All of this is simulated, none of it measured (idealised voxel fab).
Process module in this document: voxel transistor to metal
Xsec cut, 195 nm wide, square cell size 5 nm.
Each cross-section below is a grid of square cells, stated as bands in top-down order, with one or more rows of cells making up each band.
First you get the band's top height and its bottom height, in nm, and then the materials it's made of, left to right, with each width in nm. If you see a single material with "full width", that one covers the band edge to edge. "air" is empty space.
Measure heights from 0. That's the level where, below it, the as-received wafer is all one material. The lowest band is bottomless and extends downward; write it as in "z 0 and below".
With a width like "30->40", each row of cells in the band differs from the next by the same amount, the top row carrying the first number and the bottom row the second.
Where the words "nothing altered" appear for a step, the cross-section shows no cell changed by that step; every cell remained as before.
Enclosed voids (no open way to top), threshold 8 cells or more, entry "Unvented internal voids", notation width x height at distance, distance from left edge, nm.
Read whatever lies past the settings on a step's line as the simulator's own remark about the step.
"overlay nm" on a masked step: distance the mask lay right of its planned place, negative for left.
-- The process steps that were planned are listed below
1,op RECEIVE | material Si
2,op CONFORMAL_DEP | material SiO2 | thk nm 5
3,op CONFORMAL_DEP | material SiN | thk nm 10
4,op PATTERN | tone cover | mask id ACTIVE | material resist | width nm 110 | thk nm 20 | overlay nm 0
5,op DIRECTIONAL_ETCH | etch materials SiN | depth nm 10
6,op DIRECTIONAL_ETCH | etch materials SiO2 | depth nm 5
7,op DIRECTIONAL_ETCH | etch materials Si | depth nm 20
8,op STRIP | etch materials resist
9,op FILL_DEP | material SiO2 | thk nm 5
10,op CMP | height nm 15
11,op SELECTIVE_ETCH | etch materials SiO2 | depth nm 5
12,op STRIP | etch materials SiN
13,op SELECTIVE_ETCH | etch materials SiO2 | depth nm 5
14,op OXIDIZE | depth nm 5
15,op DIRECTIONAL_DEP | material polySi | thk nm 20
16,op DIRECTIONAL_DEP | material SiCN | thk nm 15
17,op MASKED_ETCH | tone cover | mask id GATE | width nm 30 | etch materials SiCN | depth nm 25 | overlay nm 0
18,op MASKED_ETCH | tone cover | mask id GATE | width nm 30 | etch materials polySi | depth nm 30 | overlay nm 0
19,op CONFORMAL_DEP | material SiN | thk nm 5
20,op DIRECTIONAL_ETCH | etch materials SiN | depth nm 5
21,op DIRECTIONAL_ETCH | etch materials SiO2 | depth nm 5
22,op EPI | material nSi | thk nm 5
23,op FILL_DEP | material SiO2 | thk nm 10
24,op CMP | height nm 20
25,op STRIP | etch materials polySi
26,op SELECTIVE_ETCH | etch materials SiO2 | depth nm 5
27,op CONFORMAL_DEP | material HfO2 | thk nm 5
28,op CONFORMAL_DEP | material TiN | thk nm 5
29,op FILL_DEP | material W | thk nm 5
30,op CMP | height nm 15
31,op DIRECTIONAL_DEP | material SiO2 | thk nm 15
32,op DIRECTIONAL_DEP | material aC | thk nm 15
33,op PATTERN | tone open | mask id CONTACT | material resist | width nm 15 | pitch nm 75 | thk nm 35 | overlay nm 0
34,op DIRECTIONAL_ETCH | etch materials aC | depth nm 15
35,op STRIP | etch materials resist
36,op DIRECTIONAL_ETCH | etch materials SiO2 | depth nm 30
37,op STRIP | etch materials aC
38,op CONFORMAL_DEP | material TiN | thk nm 5
39,op FILL_DEP | material Ru | thk nm 10
40,op CMP | height nm 30
41,op DIRECTIONAL_DEP | material TiN | thk nm 5
42,op DIRECTIONAL_DEP | material Ru | thk nm 20
43,op MASKED_ETCH | tone cover | mask id METAL_1 | width nm 15 | pitch nm 75 | etch materials Ru | depth nm 20 | overlay nm 0
44,op MASKED_ETCH | tone cover | mask id METAL_1 | width nm 15 | pitch nm 75 | etch materials TiN | depth nm 5 | overlay nm 0
45,op FILL_DEP | material lowk | thk nm 5
46,op CMP | height nm 55
47,op CONFORMAL_DEP | material SiCN | thk nm 5
48,op DIRECTIONAL_DEP | material lowk | thk nm 35
49,op DIRECTIONAL_DEP | material aC | thk nm 15
50,op PATTERN | tone open | mask id METAL_2 | material resist | width nm 15 | pitch nm 75 | thk nm 35 | overlay nm 0
51,op DIRECTIONAL_ETCH | etch materials aC | depth nm 15
52,op STRIP | etch materials resist
53,op DIRECTIONAL_ETCH | etch materials lowk | depth nm 20
54,op STRIP | etch materials aC
55,op DIRECTIONAL_DEP | material aC | thk nm 15
56,op PATTERN | tone open | mask id METAL_2_HOLES | material resist | width nm 15 | pitch nm 75 | thk nm 35 | overlay nm 0
57,op DIRECTIONAL_ETCH | etch materials aC | depth nm 15
58,op STRIP | etch materials resist
59,op DIRECTIONAL_ETCH | etch materials lowk | depth nm 15
60,op DIRECTIONAL_ETCH | etch materials SiCN | depth nm 5
61,op STRIP | etch materials aC
62,op CONFORMAL_DEP | material TiN | thk nm 5
63,op FILL_DEP | material Ru | thk nm 5
64,op CMP | height nm 95
65,op CONFORMAL_DEP | material SiN | thk nm 5
-- This is the cross-section of the wafer as we received it, i.e. after step 1
  z 0 and below | Si full width
  Unvented internal voids: none
-- Here's the wafer cut in cross-section after the module, started and planned just like above, except one thing was done wrong in the run
  z 100 to 95 | SiN full width
  z 95 to 60 | lowk: 50 / TiN: 5 / Ru: 5 / TiN: 5 / lowk: 60 / TiN: 5 / Ru: 5 / TiN: 5 / lowk: 55
  z 60 to 55 | SiCN: 50 / TiN: 15 / SiCN: 60 / TiN: 15 / SiCN: 55
  z 55 to 35 | lowk: 50 / Ru: 15 / lowk: 60 / Ru: 15 / lowk: 55
  z 35 to 30 | lowk: 50 / TiN: 15 / lowk: 60 / TiN: 15 / lowk: 55
  z 30 to 20 | SiO2: 50 / TiN: 5 / Ru: 5 / TiN: 5 / SiO2: 60 / TiN: 5 / Ru: 5 / TiN: 5 / SiO2: 55
  z 20 to 15 | SiO2: 50 / TiN: 15 / SiO2: 60 / TiN: 15 / SiO2: 55
  z 15 to 5 | SiO2: 75 / SiN: 5 / HfO2: 5 / TiN: 5 / W: 10 / TiN: 5 / HfO2: 5 / SiN: 5 / SiO2: 80
  z 5 to 0 | SiO2: 35 / SiN: 5 / SiO2: 35 / SiN: 5 / HfO2: 5 / TiN: 20 / HfO2: 5 / SiN: 5 / SiO2: 35 / SiN: 5 / SiO2: 40
  z 0 to -5 | SiO2: 40 / nSi: 35 / HfO2: 40 / nSi: 35 / SiO2: 45
  z -5 to -20 | SiO2: 40 / Si: 110 / SiO2: 45
  z -20 and below | Si full width
  Unvented internal voids: none
Misprocessing identified: step 31 from the plan got run twice
